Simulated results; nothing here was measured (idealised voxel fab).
Process module, titled voxel wiring stack
Pictured: cross-section cut, 190 nm wide, on a grid of 5 nm square cells.
Reading order for cross-sections: top band down to bottom band. Underlying form: a grid of square cells. Band size: one or more rows of cells.
Heads up on the band format: heights come first, top then bottom, in nm. After that it's the materials left to right, each with its width in nm. A single material flagged "full width" fills the whole band edge to edge, and "air" means there's empty space there.
Heights are reckoned from 0. Under this level, the received wafer is all of one material. The bottommost band is open-ended downward, for example "0 nm and below".
A width such as "30 to 40" changes by the same amount from each row of cells to the next, from the band's top row to its bottom row.
Basically "stayed the same" means that step didn't change any cell in the cross-section.
Basically, "Non-vented voids" tells you about the enclosed voids: empty spaces with no open way to the top, 8 cells or bigger, each written width x height at distance, where distance is from the left edge, all in nm.
Read whatever lies past the settings on a step's line as the simulator's own remark about the step.
"overlay nm", when on a step's line for a step with a mask, measures how far to the right of its planned place the mask lay; a negative measure means to the left.
The following list gives the planned process steps
- 1: op RECEIVE | material Si
- 2: op CONFORMAL_DEP | material SiO2 | thk nm 15
- 3: op CONFORMAL_DEP | material SiN | thk nm 5
- 4: op DIRECTIONAL_DEP | material lowk | thk nm 20
- 5: op PATTERN | tone open | mask id METAL_1 | material resist | width nm 25 | pitch nm 45 | thk nm 15 | overlay nm 0
- 6: op DIRECTIONAL_ETCH | etch materials lowk | depth nm 20
- 7: op DIRECTIONAL_ETCH | etch materials SiN | depth nm 5
- 8: op STRIP | etch materials resist
- 9: op CONFORMAL_DEP | material TiN | thk nm 5
- 10: op FILL_DEP | material Cu | thk nm 10
- 11: op CMP | height nm 40
- 12: op CONFORMAL_DEP | material SiCN | thk nm 5
- 13: op DIRECTIONAL_DEP | material lowk | thk nm 10
- 14: op PATTERN | tone open | mask id PLUG_1 | material resist | width nm 15 | pitch nm 90 | thk nm 20 | overlay nm 0
- 15: op DIRECTIONAL_ETCH | etch materials lowk | depth nm 10
- 16: op DIRECTIONAL_ETCH | etch materials SiCN | depth nm 5
- 17: op STRIP | etch materials resist
- 18: op CONFORMAL_DEP | material TiN | thk nm 5
- 19: op FILL_DEP | material W | thk nm 5
- 20: op CMP | height nm 55
- 21: op CONFORMAL_DEP | material SiN | thk nm 5
- 22: op DIRECTIONAL_DEP | material lowk | thk nm 20
- 23: op MASKED_ETCH | tone open | mask id METAL_2 | width nm 25 | pitch nm 45 | etch materials lowk | depth nm 20 | overlay nm 0
- 24: op MASKED_ETCH | tone open | mask id METAL_2 | width nm 25 | pitch nm 45 | etch materials SiN | depth nm 5 | overlay nm 0
- 25: op CONFORMAL_DEP | material TiN | thk nm 5
- 26: op FILL_DEP | material Cu | thk nm 10
- 27: op CMP | height nm 80
- 28: op EPI | material Ru | thk nm 5
- 29: op FILL_DEP | material SiCN | thk nm 5
So this is the incoming wafer in cross-section - it's already been through step 1
0 nm and below: Si full width
Non-vented voids: none
Look at the cross-section after the module: the wafer started out the way shown above and the plan was the one shown above, yet one mistake was made along the way
80 nm to 75 nm: SiCN full width
75 nm to 70 nm: SiCN: 10, Ru: 35, SiCN: 10, Ru: 35, SiCN: 10, Ru: 35, SiCN: 10, Ru: 35, SiCN: 10
70 nm to 60 nm: lowk: 15, TiN: 5, Cu: 15, TiN: 5, lowk: 20, TiN: 5, Cu: 15, TiN: 5, lowk: 20, TiN: 5, Cu: 15, TiN: 5, lowk: 20, TiN: 5, Cu: 15, TiN: 5, lowk: 15
60 nm to 55 nm: SiN: 15, TiN: 25, SiN: 20, TiN: 25, SiN: 20, TiN: 25, SiN: 20, TiN: 25, SiN: 15
55 nm to 45 nm: lowk: 15, TiN: 5, W: 5, TiN: 5, lowk: 75, TiN: 5, W: 5, TiN: 5, lowk: 70
45 nm to 40 nm: SiCN: 15, TiN: 15, SiCN: 75, TiN: 15, SiCN: 70
40 nm to 20 nm: lowk: 15, TiN: 5, Cu: 15, TiN: 5, lowk: 20, TiN: 5, Cu: 15, TiN: 5, lowk: 20, TiN: 5, Cu: 15, TiN: 5, lowk: 20, TiN: 5, Cu: 15, TiN: 5, lowk: 15
20 nm to 15 nm: SiN: 15, TiN: 25, SiN: 20, TiN: 25, SiN: 20, TiN: 25, SiN: 20, TiN: 25, SiN: 15
15 nm to 0 nm: SiO2 full width
0 nm and below: Si full width
Non-vented voids: none
Run error: step 27 was processed under conditions differing from the plan, specifically as op CMP | height nm 70
